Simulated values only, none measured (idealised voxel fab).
Documented hereafter: the process module known as voxel transistor to metal.
The width of the displayed cross-section, cut, is 285 nm; its cells are square, with a size of 5 nm.
In what follows, cross-sections appear as grids of square cells, described through bands that run from the top down, where every band is one or more rows of cells.
Heads up on the band format: heights come first, top then bottom, in nm. After that it's the materials left to right, each with its width in nm. A single material flagged "throughout" fills the whole band edge to edge, and "air" means there's empty space there.
Convention: height 0 is the level below which the wafer, as received, is all one material. The lowest band does not terminate at the bottom but continues downward, represented as "0 and below".
It should be noted that a width expressed as "30 to 40" varies in equal increments from row to row of cells within the band, taking the value of the first number at the top row and that of the second number at the bottom row.
It should be understood that the words "nothing different", when stated for a given step, signify that the cross-section underwent no change in any of its cells during that step.
This entry, "Internal closed voids", enumerates those empty regions of no fewer than 8 cells that possess no open connection to the top. Each region is reported in the form width x height at distance, the distance being taken from the left edge, with all three quantities expressed in nm.
Post-settings text on a step line: simulator's own remark regarding the step.
A step's line can hold "overlay nm"; with a mask on that step, the setting says how far right of the planned place the mask lay, while a negative setting says it lay to the left.
[Set out below are the planned steps of the process]
1. RECEIVE | material Si
2. OXIDIZE | depth nm 5
3. CONFORMAL_DEP | material SiN | thk nm 10
4. MASKED_ETCH | tone cover | mask id ACTIVE | width nm 100 | pitch nm 130 | etch materials SiN | depth nm 10 | overlay nm 0
5. MASKED_ETCH | tone cover | mask id ACTIVE | width nm 100 | pitch nm 130 | etch materials SiO2 | depth nm 5 | overlay nm 0
6. MASKED_ETCH | tone cover | mask id ACTIVE | width nm 100 | pitch nm 130 | etch materials Si | depth nm 30 | overlay nm 0
7. FILL_DEP | material SiO2 | thk nm 5
8. CMP | height nm 10
9. SELECTIVE_ETCH | etch materials SiO2 | depth nm 5
10. STRIP | etch materials SiN
11. SELECTIVE_ETCH | etch materials SiO2 | depth nm 5
12. OXIDIZE | depth nm 5
13. DIRECTIONAL_DEP | material polySi | thk nm 25
14. DIRECTIONAL_DEP | material SiCN | thk nm 15
15. DIRECTIONAL_DEP | material aC | thk nm 15
16. PATTERN | tone cover | mask id GATE | material resist | width nm 20 | pitch nm 130 | thk nm 35 | overlay nm 0
17. DIRECTIONAL_ETCH | etch materials aC | depth nm 15
18. STRIP | etch materials resist
19. DIRECTIONAL_ETCH | etch materials SiCN | depth nm 25
20. DIRECTIONAL_ETCH | etch materials polySi | depth nm 35
21. STRIP | etch materials aC
22. CONFORMAL_DEP | material SiO2 | thk nm 5
23. DIRECTIONAL_ETCH | etch materials SiO2 | depth nm 5
24. CONFORMAL_DEP | material SiN | thk nm 10
25. DIRECTIONAL_ETCH | etch materials SiN | depth nm 5
26. DIRECTIONAL_ETCH | etch materials SiO2 | depth nm 5
27. EPI | material pSi | thk nm 5
28. FILL_DEP | material SiO2 | thk nm 10
29. CMP | height nm 35
30. DIRECTIONAL_DEP | material SiO2 | thk nm 15
31. PATTERN | tone open | mask id CONTACT | material resist | width nm 15 | pitch nm 65 | thk nm 20 | overlay nm 0
32. DIRECTIONAL_ETCH | etch materials SiO2 | depth nm 55
33. STRIP | etch materials resist
34. CONFORMAL_DEP | material TiN | thk nm 5
35. FILL_DEP | material Ru | thk nm 5
36. CMP | height nm 50
37. CONFORMAL_DEP | material SiCN | thk nm 5
38. DIRECTIONAL_DEP | material lowk | thk nm 20
39. PATTERN | tone open | mask id METAL_1 | material resist | width nm 15 | pitch nm 65 | thk nm 15 | overlay nm 0
40. DIRECTIONAL_ETCH | etch materials lowk | depth nm 20
41. DIRECTIONAL_ETCH | etch materials SiCN | depth nm 5
42. STRIP | etch materials resist
43. CONFORMAL_DEP | material TiN | thk nm 5
44. FILL_DEP | material W | thk nm 10
45. CMP | height nm 75
46. EPI | material Ru | thk nm 5
47. FILL_DEP | material SiCN | thk nm 5
Don't read the plan's depth nm for step 25 as applying to every wafer: that's the first wafer's value, and the wafers differ in it, though they all start identical.
[The as-received cross-section of the first of several wafers corresponds to the state after step 1]
	0 and below | Si throughout
	Internal closed voids: none
[Each row below is a wafer at the end of the module, listing for every material the number of cells it has gained (+) or lost (-) since it was received, followed by its closed voids]
depth nm 5; +56 Ru; -199 Si; +163 SiCN; +109 SiN; +476 SiO2; +128 TiN; +16 W; +180 lowk; +40 polySi; Internal closed voids: none
depth nm 10; +60 Ru; -199 Si; +163 SiCN; +72 SiN; +489 SiO2; +136 TiN; +16 W; +180 lowk; +12 pSi; +40 polySi; Internal closed voids: none
depth nm 15; +60 Ru; -199 Si; +163 SiCN; +56 SiN; +497 SiO2; +136 TiN; +16 W; +180 lowk; +20 pSi; +40 polySi; Internal closed voids: none
depth nm 20; +60 Ru; -199 Si; +163 SiCN; +48 SiN; +505 SiO2; +136 TiN; +16 W; +180 lowk; +20 pSi; +40 polySi; Internal closed voids: none
depth nm 25; +60 Ru; -199 Si; +163 SiCN; +40 SiN; +513 SiO2; +136 TiN; +16 W; +180 lowk; +20 pSi; +40 polySi; Internal closed voids: none
